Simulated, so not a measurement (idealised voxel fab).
Process module heading - voxel released beams
The figure presents cross-section cut, which has a width of 285 nm and is divided into square cells with an edge length of 5 nm.
Cross-section format: a grid of square cells, given as bands from top to bottom; each band is one or more rows of cells.
A band entry consists of two parts. The first gives the height of the band's top and the height of its bottom, in nm. The rest lists the band's materials from left to right, each with its width in nm. A single material labelled with the word "edge to edge" fills the band from edge to edge, and the word "air" marks empty space.
Basically, 0 is our baseline, since under it the wafer straight out of the box is all one material. The bottom band has no lower end and keeps on going down, so it looks like "0 down".
So if you see something like "30 to 40" for the width, read it as the top row of the band sitting at the first number and the bottom row at the second, with every row in between moving by the same amount as the last.
The cross-section has no changed cell in any step marked "no modification".
Any empty space of 8 cells or more lacking an open way to the top shows up in "Enclosed voids" as width x height at distance, distance from the left edge, in nm.
On each step's line, the part that comes after the settings is the simulator's own comment on the step.
On any step carrying a mask, the "overlay nm" setting, if present on the step's line, tells how far right of its planned place the mask lay; negative values point to the left.

The following list gives the planned process steps
1: op RECEIVE | material Si
2: op CONFORMAL_DEP | material SiN | thk nm 5
3: op DIRECTIONAL_DEP | material SiO2 | thk nm 20
4: op MASKED_ETCH | tone open | mask id ANCHOR | width nm 45 | etch materials SiO2 | depth nm 20 | overlay nm 0
5: op CONFORMAL_DEP | material polySi | thk nm 15
6: op DIRECTIONAL_DEP | material aC | thk nm 10
7: op PATTERN | tone cover | mask id BEAM | material resist | width nm 95 | thk nm 30 | overlay nm 0
8: op DIRECTIONAL_ETCH | etch materials aC | depth nm 10
9: op STRIP | etch materials resist
10: op DIRECTIONAL_ETCH | etch materials polySi | depth nm 15
11: op STRIP | etch materials aC
12: op STRIP | etch materials SiO2

So, the first of our two wafers, run just as we planned it

as received, after step 1
    0 down = Si edge to edge
    Enclosed voids: none

Cross-sectional representation of the wafer at the conclusion of step 2
    5 to 0 = SiN edge to edge
    For the remainder of the cross-section, below 0, there is no change.

Cross-sectional representation of the wafer at the conclusion of step 3
    25 to 5 = SiO2 edge to edge
    For the remainder of the cross-section, below 5, there is no change.

Cross-sectional representation of the wafer at the conclusion of step 4
    25 to 5 = 95 SiO2 / 45 air / 145 SiO2
    For the remainder of the cross-section, below 5, there is no change.

Cross-sectional representation of the wafer at the conclusion of step 5
    40 to 25 = 110 polySi / 15 air / 160 polySi
    25 to 20 = 95 SiO2 / 15 polySi / 15 air / 15 polySi / 145 SiO2
    20 to 5 = 95 SiO2 / 45 polySi / 145 SiO2
    For the remainder of the cross-section, below 5, there is no change.

Cross-sectional representation of the wafer at the conclusion of step 6
    50 to 40 = 110 aC / 15 air / 160 aC
    40 to 30 = 110 polySi / 15 air / 160 polySi
    30 to 25 = 110 polySi / 15 aC / 160 polySi
    25 to 20 = 95 SiO2 / 15 polySi / 15 aC / 15 polySi / 145 SiO2
    For the remainder of the cross-section, below 20, there is no change.

Cross-sectional representation of the wafer at the conclusion of step 7
    80 to 50 = 90 air / 95 resist / 100 air
    50 to 40 = 110 aC / 15 resist / 160 aC
    40 to 30 = 110 polySi / 15 resist / 160 polySi
    For the remainder of the cross-section, below 30, there is no change.

Cross-sectional representation of the wafer at the conclusion of step 8
    70 to 50 = 90 air / 95 resist / 100 air
    50 to 40 = 90 air / 20 aC / 15 resist / 60 aC / 100 air
    For the remainder of the cross-section, below 40, there is no change.

Cross-sectional representation of the wafer at the conclusion of step 9
    50 to 40 = 90 air / 20 aC / 15 air / 60 aC / 100 air
    40 to 30 = 110 polySi / 15 air / 160 polySi
    For the remainder of the cross-section, below 30, there is no change.

Cross-sectional representation of the wafer at the conclusion of step 10
    50 to 40 = 90 air / 20 aC / 15 air / 60 aC / 100 air
    40 to 30 = 90 air / 20 polySi / 15 air / 60 polySi / 100 air
    30 to 25 = 90 air / 20 polySi / 15 aC / 60 polySi / 100 air
    For the remainder of the cross-section, below 25, there is no change.

Cross-sectional representation of the wafer at the conclusion of step 11
    40 to 25 = 90 air / 20 polySi / 15 air / 60 polySi / 100 air
    25 to 20 = 95 SiO2 / 15 polySi / 15 air / 15 polySi / 145 SiO2
    For the remainder of the cross-section, below 20, there is no change.

Cross-sectional representation of the wafer at the conclusion of step 12
    40 to 25 = 90 air / 20 polySi / 15 air / 60 polySi / 100 air
    25 to 20 = 95 air / 15 polySi / 15 air / 15 polySi / 145 air
    20 to 5 = 95 air / 45 polySi / 145 air
    For the remainder of the cross-section, below 5, there is no change.

Second Wafer (Identical Start and Plan, One Processing Error; Matches First Wafer Through Step 11)

Second wafer shown in cross-section at the time step 12 was slated to end
    25 to 5 = 95 SiO2 / 45 air / 145 SiO2
    For the remainder of the cross-section, below 5, there is no change.
Want to know what went wrong? it should be noted that step 12 was executed with settings other than those planned, the operation and settings actually applied being op STRIP | etch materials polySi
Final wafer comparison in cells, second versus first, more or fewer per material: 192 more of SiO2, 81 fewer of polySi
